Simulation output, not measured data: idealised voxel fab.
You're looking at the process module voxel wiring stack.
The width of the displayed cross-section, cut, is 235 nm; its cells are square, with a size of 5 nm.
For the purposes of this document, a cross-section shall be understood as a grid of square cells, specified as bands listed in top-to-bottom order, each band consisting of one or more rows of cells.
In this notation a band is specified by the heights of its top and bottom, in that order and in nm, after which its materials appear from left to right, each paired with its width in nm. The word "throughout" attached to a single material means that material fills the band from edge to edge; the word "air" stands for empty space.
Ref level 0: as-received wafer is one material below here. Bottom band extends down with no lower bound ("z 0 and below").
Quick explanation for "30 to 40": the width changes in equal steps down the rows of cells, from the first number in the band's top row to the second number in its bottom row.
Take "no change" at face value: in the step it is given for, the cross-section changed in none of its cells.
Reported under the label "Closed internal voids" are the empty spaces having no open way to the top and comprising 8 cells or more; the notation for each is width x height at distance, in which the distance is measured from the left edge and all three values are in nm.
Step line, after settings: the simulator's comment on this step.
Each step line may optionally specify "overlay nm", which for a step with a mask gives the rightward distance between the mask's planned place and where it lay, a negative value indicating the leftward direction.

Planned process steps
1: RECEIVE (material Si)
2: CONFORMAL_DEP (material SiO2; thk nm 10)
3: CONFORMAL_DEP (material SiCN; thk nm 5)
4: DIRECTIONAL_DEP (material lowk; thk nm 20)
5: DIRECTIONAL_DEP (material aC; thk nm 10)
6: PATTERN (tone open; mask id METAL_1; material resist; width nm 20; pitch nm 40; thk nm 30; overlay nm 0)
7: DIRECTIONAL_ETCH (etch materials aC; depth nm 10)
8: STRIP (etch materials resist)
9: DIRECTIONAL_ETCH (etch materials lowk; depth nm 20)
10: DIRECTIONAL_ETCH (etch materials SiCN; depth nm 5)
11: STRIP (etch materials aC)
12: CONFORMAL_DEP (material TiN; thk nm 5)
13: FILL_DEP (material Cu; thk nm 5)
14: CMP (height nm 35)
15: CONFORMAL_DEP (material SiCN; thk nm 5)
16: DIRECTIONAL_DEP (material lowk; thk nm 30)
17: MASKED_ETCH (tone open; mask id METAL_2_HOLES; width nm 15; pitch nm 40; etch materials lowk; depth nm 30; overlay nm 0)
18: MASKED_ETCH (tone open; mask id METAL_2; width nm 20; pitch nm 40; etch materials lowk; depth nm 20; overlay nm 0)
19: MASKED_ETCH (tone open; mask id METAL_2; width nm 20; pitch nm 40; etch materials SiCN; depth nm 5; overlay nm 0)
20: CONFORMAL_DEP (material TiN; thk nm 5)
21: FILL_DEP (material Ru; thk nm 10)
22: CMP (height nm 70)
23: CONFORMAL_DEP (material SiCN; thk nm 5)

Of two wafers, the first: run according to plan

Received-state cross-section, reflecting completion of step 1
* z 0 and below: Si throughout
* Closed internal voids: none

after step 2
* z 10 to 0: SiO2 throughout
* Unchanged below 0.

after step 3
* z 15 to 10: SiCN throughout
* Unchanged below 10.

after step 4
* z 35 to 15: lowk throughout
* Unchanged below 15.

after step 5
* z 45 to 35: aC throughout
* Unchanged below 35.

after step 6
* z 75 to 45: 85 nm resist | 20 nm air | 20 nm resist | 20 nm air | 90 nm resist
* Unchanged below 45.

after step 7
* z 65 to 45: 85 nm resist | 20 nm air | 20 nm resist | 20 nm air | 90 nm resist
* z 45 to 35: 85 nm aC | 20 nm air | 20 nm aC | 20 nm air | 90 nm aC
* Unchanged below 35.

after step 8
* z 45 to 35: 85 nm aC | 20 nm air | 20 nm aC | 20 nm air | 90 nm aC
* Unchanged below 35.

after step 9
* z 45 to 35: 85 nm aC | 20 nm air | 20 nm aC | 20 nm air | 90 nm aC
* z 35 to 15: 85 nm lowk | 20 nm air | 20 nm lowk | 20 nm air | 90 nm lowk
* Unchanged below 15.

after step 10
* z 45 to 35: 85 nm aC | 20 nm air | 20 nm aC | 20 nm air | 90 nm aC
* z 35 to 15: 85 nm lowk | 20 nm air | 20 nm lowk | 20 nm air | 90 nm lowk
* z 15 to 10: 85 nm SiCN | 20 nm air | 20 nm SiCN | 20 nm air | 90 nm SiCN
* Unchanged below 10.

after step 11
* z 35 to 15: 85 nm lowk | 20 nm air | 20 nm lowk | 20 nm air | 90 nm lowk
* Unchanged below 15.

after step 12
* z 40 to 35: 90 nm TiN | 10 nm air | 30 nm TiN | 10 nm air | 95 nm TiN
* z 35 to 15: 85 nm lowk | 5 nm TiN | 10 nm air | 5 nm TiN | 20 nm lowk | 5 nm TiN | 10 nm air | 5 nm TiN | 90 nm lowk
* z 15 to 10: 85 nm SiCN | 20 nm TiN | 20 nm SiCN | 20 nm TiN | 90 nm SiCN
* Unchanged below 10.

after step 13
* z 45 to 40: Cu throughout
* z 40 to 35: 90 nm TiN | 10 nm Cu | 30 nm TiN | 10 nm Cu | 95 nm TiN
* z 35 to 15: 85 nm lowk | 5 nm TiN | 10 nm Cu | 5 nm TiN | 20 nm lowk | 5 nm TiN | 10 nm Cu | 5 nm TiN | 90 nm lowk
* Unchanged below 15.

after step 14
* z 35 to 15: 85 nm lowk | 5 nm TiN | 10 nm Cu | 5 nm TiN | 20 nm lowk | 5 nm TiN | 10 nm Cu | 5 nm TiN | 90 nm lowk
* Unchanged below 15.

after step 15
* z 40 to 35: SiCN throughout
* Unchanged below 35.

after step 16
* z 70 to 40: lowk throughout
* Unchanged below 40.

after step 17
* z 70 to 40: 85 nm lowk | 15 nm air | 25 nm lowk | 15 nm air | 95 nm lowk
* Unchanged below 40.

after step 18
* z 70 to 50: 85 nm lowk | 20 nm air | 20 nm lowk | 20 nm air | 90 nm lowk
* Unchanged below 50.

after step 19
* z 70 to 50: 85 nm lowk | 20 nm air | 20 nm lowk | 20 nm air | 90 nm lowk
* z 50 to 40: 85 nm lowk | 15 nm air | 25 nm lowk | 15 nm air | 95 nm lowk
* z 40 to 35: 85 nm SiCN | 15 nm air | 25 nm SiCN | 15 nm air | 95 nm SiCN
* Unchanged below 35.

after step 20
* z 75 to 70: 90 nm TiN | 10 nm air | 30 nm TiN | 10 nm air | 95 nm TiN
* z 70 to 55: 85 nm lowk | 5 nm TiN | 10 nm air | 5 nm TiN | 20 nm lowk | 5 nm TiN | 10 nm air | 5 nm TiN | 90 nm lowk
* z 55 to 50: 85 nm lowk | 5 nm TiN | 5 nm air | 10 nm TiN | 20 nm lowk | 5 nm TiN | 5 nm air | 10 nm TiN | 90 nm lowk
* z 50 to 40: 85 nm lowk | 5 nm TiN | 5 nm air | 5 nm TiN | 25 nm lowk | 5 nm TiN | 5 nm air | 5 nm TiN | 95 nm lowk
* z 40 to 35: 85 nm SiCN | 15 nm TiN | 25 nm SiCN | 15 nm TiN | 95 nm SiCN
* Unchanged below 35.

after step 21
* z 85 to 75: Ru throughout
* z 75 to 70: 90 nm TiN | 10 nm Ru | 30 nm TiN | 10 nm Ru | 95 nm TiN
* z 70 to 55: 85 nm lowk | 5 nm TiN | 10 nm Ru | 5 nm TiN | 20 nm lowk | 5 nm TiN | 10 nm Ru | 5 nm TiN | 90 nm lowk
* z 55 to 50: 85 nm lowk | 5 nm TiN | 5 nm Ru | 10 nm TiN | 20 nm lowk | 5 nm TiN | 5 nm Ru | 10 nm TiN | 90 nm lowk
* z 50 to 40: 85 nm lowk | 5 nm TiN | 5 nm Ru | 5 nm TiN | 25 nm lowk | 5 nm TiN | 5 nm Ru | 5 nm TiN | 95 nm lowk
* Unchanged below 40.

after step 22
* z 70 to 55: 85 nm lowk | 5 nm TiN | 10 nm Ru | 5 nm TiN | 20 nm lowk | 5 nm TiN | 10 nm Ru | 5 nm TiN | 90 nm lowk
* Unchanged below 55.

after step 23
* z 75 to 70: SiCN throughout
* Unchanged below 70.

Wafer two of the pair: same origin, same plan, one error during the run; identical to wafer one up to and including step 5

Second wafer at the planned finish of step 6, seen in cross-section
* z 75 to 45: 75 nm resist | 20 nm air | 20 nm resist | 20 nm air | 100 nm resist
* Unchanged below 45.

Second wafer at the planned finish of step 7, seen in cross-section
* z 65 to 45: 75 nm resist | 20 nm air | 20 nm resist | 20 nm air | 100 nm resist
* z 45 to 35: 75 nm aC | 20 nm air | 20 nm aC | 20 nm air | 100 nm aC
* Unchanged below 35.

Second wafer at the planned finish of step 8, seen in cross-section
* z 45 to 35: 75 nm aC | 20 nm air | 20 nm aC | 20 nm air | 100 nm aC
* Unchanged below 35.

Second wafer at the planned finish of step 9, seen in cross-section
* z 45 to 35: 75 nm aC | 20 nm air | 20 nm aC | 20 nm air | 100 nm aC
* z 35 to 15: 75 nm lowk | 20 nm air | 20 nm lowk | 20 nm air | 100 nm lowk
* Unchanged below 15.

Second wafer at the planned finish of step 10, seen in cross-section
* z 45 to 35: 75 nm aC | 20 nm air | 20 nm aC | 20 nm air | 100 nm aC
* z 35 to 15: 75 nm lowk | 20 nm air | 20 nm lowk | 20 nm air | 100 nm lowk
* z 15 to 10: 75 nm SiCN | 20 nm air | 20 nm SiCN | 20 nm air | 100 nm SiCN
* Unchanged below 10.

Second wafer at the planned finish of step 11, seen in cross-section
* z 35 to 15: 75 nm lowk | 20 nm air | 20 nm lowk | 20 nm air | 100 nm lowk
* Unchanged below 15.

Second wafer at the planned finish of step 12, seen in cross-section
* z 40 to 35: 80 nm TiN | 10 nm air | 30 nm TiN | 10 nm air | 105 nm TiN
* z 35 to 15: 75 nm lowk | 5 nm TiN | 10 nm air | 5 nm TiN | 20 nm lowk | 5 nm TiN | 10 nm air | 5 nm TiN | 100 nm lowk
* z 15 to 10: 75 nm SiCN | 20 nm TiN | 20 nm SiCN | 20 nm TiN | 100 nm SiCN
* Unchanged below 10.

Second wafer at the planned finish of step 13, seen in cross-section
* z 45 to 40: Cu throughout
* z 40 to 35: 80 nm TiN | 10 nm Cu | 30 nm TiN | 10 nm Cu | 105 nm TiN
* z 35 to 15: 75 nm lowk | 5 nm TiN | 10 nm Cu | 5 nm TiN | 20 nm lowk | 5 nm TiN | 10 nm Cu | 5 nm TiN | 100 nm lowk
* Unchanged below 15.

Second wafer at the planned finish of step 14, seen in cross-section
* z 35 to 15: 75 nm lowk | 5 nm TiN | 10 nm Cu | 5 nm TiN | 20 nm lowk | 5 nm TiN | 10 nm Cu | 5 nm TiN | 100 nm lowk
* Unchanged below 15.

Second wafer at the planned finish of step 15, seen in cross-section
* z 40 to 35: SiCN throughout
* Unchanged below 35.

Second wafer at the planned finish of step 16, seen in cross-section
* z 70 to 40: lowk throughout
* Unchanged below 40.

Second wafer at the planned finish of step 17, seen in cross-section
* z 70 to 40: 85 nm lowk | 15 nm air | 25 nm lowk | 15 nm air | 95 nm lowk
* Unchanged below 40.

Second wafer at the planned finish of step 18, seen in cross-section
* z 70 to 50: 85 nm lowk | 20 nm air | 20 nm lowk | 20 nm air | 90 nm lowk
* Unchanged below 50.

Second wafer at the planned finish of step 19, seen in cross-section
* z 70 to 50: 85 nm lowk | 20 nm air | 20 nm lowk | 20 nm air | 90 nm lowk
* z 50 to 40: 85 nm lowk | 15 nm air | 25 nm lowk | 15 nm air | 95 nm lowk
* z 40 to 35: 85 nm SiCN | 15 nm air | 25 nm SiCN | 15 nm air | 95 nm SiCN
* Unchanged below 35.

Second wafer at the planned finish of step 20, seen in cross-section
* z 75 to 70: 90 nm TiN | 10 nm air | 30 nm TiN | 10 nm air | 95 nm TiN
* z 70 to 55: 85 nm lowk | 5 nm TiN | 10 nm air | 5 nm TiN | 20 nm lowk | 5 nm TiN | 10 nm air | 5 nm TiN | 90 nm lowk
* z 55 to 50: 85 nm lowk | 5 nm TiN | 5 nm air | 10 nm TiN | 20 nm lowk | 5 nm TiN | 5 nm air | 10 nm TiN | 90 nm lowk
* z 50 to 40: 85 nm lowk | 5 nm TiN | 5 nm air | 5 nm TiN | 25 nm lowk | 5 nm TiN | 5 nm air | 5 nm TiN | 95 nm lowk
* z 40 to 35: 85 nm SiCN | 15 nm TiN | 25 nm SiCN | 15 nm TiN | 95 nm SiCN
* Unchanged below 35.

Second wafer at the planned finish of step 21, seen in cross-section
* z 85 to 75: Ru throughout
* z 75 to 70: 90 nm TiN | 10 nm Ru | 30 nm TiN | 10 nm Ru | 95 nm TiN
* z 70 to 55: 85 nm lowk | 5 nm TiN | 10 nm Ru | 5 nm TiN | 20 nm lowk | 5 nm TiN | 10 nm Ru | 5 nm TiN | 90 nm lowk
* z 55 to 50: 85 nm lowk | 5 nm TiN | 5 nm Ru | 10 nm TiN | 20 nm lowk | 5 nm TiN | 5 nm Ru | 10 nm TiN | 90 nm lowk
* z 50 to 40: 85 nm lowk | 5 nm TiN | 5 nm Ru | 5 nm TiN | 25 nm lowk | 5 nm TiN | 5 nm Ru | 5 nm TiN | 95 nm lowk
* Unchanged below 40.

Second wafer at the planned finish of step 22, seen in cross-section
* z 70 to 55: 85 nm lowk | 5 nm TiN | 10 nm Ru | 5 nm TiN | 20 nm lowk | 5 nm TiN | 10 nm Ru | 5 nm TiN | 90 nm lowk
* Unchanged below 55.

Second wafer at the planned finish of step 23, seen in cross-section
* z 75 to 70: SiCN throughout
* Unchanged below 70.
Here's what went sideways: planned and actual differ for step 6; actual: PATTERN (tone open; mask id METAL_1; material resist; width nm 20; pitch nm 40; thk nm 30; overlay nm -10)
If you tally the cells, the second wafer ends up with the same amount of every material as the first; it's all just sitting in different places.
